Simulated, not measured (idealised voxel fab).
Process module, titled voxel self aligned contacts
250 nm wide, 5 nm square cells: that's cross-section cut.
Cross-section layout: square cells on a grid; listed as bands, top to bottom; a band spans one or more cell rows.
Each band's line starts with the height of the band's top and of its bottom, in nm. Then come its materials from left to right, each with its width in nm. One material with "throughout" fills the band from edge to edge. "air" is empty space.
Height is counted from the level 0, under which the received wafer is composed throughout of one material. The lowest of the bands is not closed at the bottom but continues downward, in the notation "0..down".
The width entry "30 to 40" should be interpreted row by row: the top row of cells in the band takes the first number, the bottom row takes the second number, and the change between adjacent rows is uniform throughout.
No cell of the cross-section changed in a step that is given as "same as before".
In "Cavities, sealed" the enclosed voids are listed, meaning empty spaces of 8 cells or larger without any opening to the top. The form is width x height at distance, distance from the left edge, units nm.
The remark found on a step's line after its settings is issued by the simulator itself and pertains to that step.
For masked steps, "overlay nm" on the step line gives how far right of plan the mask actually lay; a minus sign means it lay to the left.
**plan**
1 RECEIVE (material Si)
2 OXIDIZE (depth nm 5)
3 DIRECTIONAL_DEP (material polySi; thk nm 25)
4 DIRECTIONAL_DEP (material SiN; thk nm 20)
5 MASKED_ETCH (tone cover; mask id GATE; width nm 25; pitch nm 70; etch materials SiN; depth nm 20; overlay nm 0)
6 MASKED_ETCH (tone cover; mask id GATE; width nm 25; pitch nm 70; etch materials polySi; depth nm 25; overlay nm 0)
7 CONFORMAL_DEP (material SiN; thk nm 10)
8 DIRECTIONAL_ETCH (etch materials SiN; depth nm 10)
9 FILL_DEP (material SiO2; thk nm 15)
10 CMP (height nm 50)
11 PATTERN (tone open; mask id CONTACT; material resist; width nm 55; thk nm 20; overlay nm 0)
12 DIRECTIONAL_ETCH (etch materials SiO2; depth nm 55)
13 STRIP (etch materials resist)
14 CONFORMAL_DEP (material TiN; thk nm 5)
15 FILL_DEP (material Ru; thk nm 10)
16 CMP (height nm 50)
17 CONFORMAL_DEP (material SiN; thk nm 5)
**This is the cross-section of the wafer as we received it, i.e. after step 1**
* 0..down: Si throughout
* Cavities, sealed: none
**The cross-section shown corresponds to the wafer at the conclusion of the module. The initial structure and the process plan are those presented above; however, one mistake occurred in executing the plan**
* 55..50: SiN throughout
* 50..45: SiO2: 95, then TiN: 20, then Ru: 15, then TiN: 20, then SiO2: 100
* 45..30: SiO2: 65, then SiN: 45, then TiN: 5, then Ru: 15, then TiN: 5, then SiN: 45, then SiO2: 70
* 30..25: SiO2: 65, then SiN: 45, then TiN: 25, then SiN: 45, then SiO2: 70
* 25..0: SiN throughout
* 0..-5: SiO2 throughout
* -5..down: Si throughout
* Cavities, sealed: none
Deviation from plan: step 3 did not happen as planned, as run it was DIRECTIONAL_DEP (material SiN; thk nm 25)
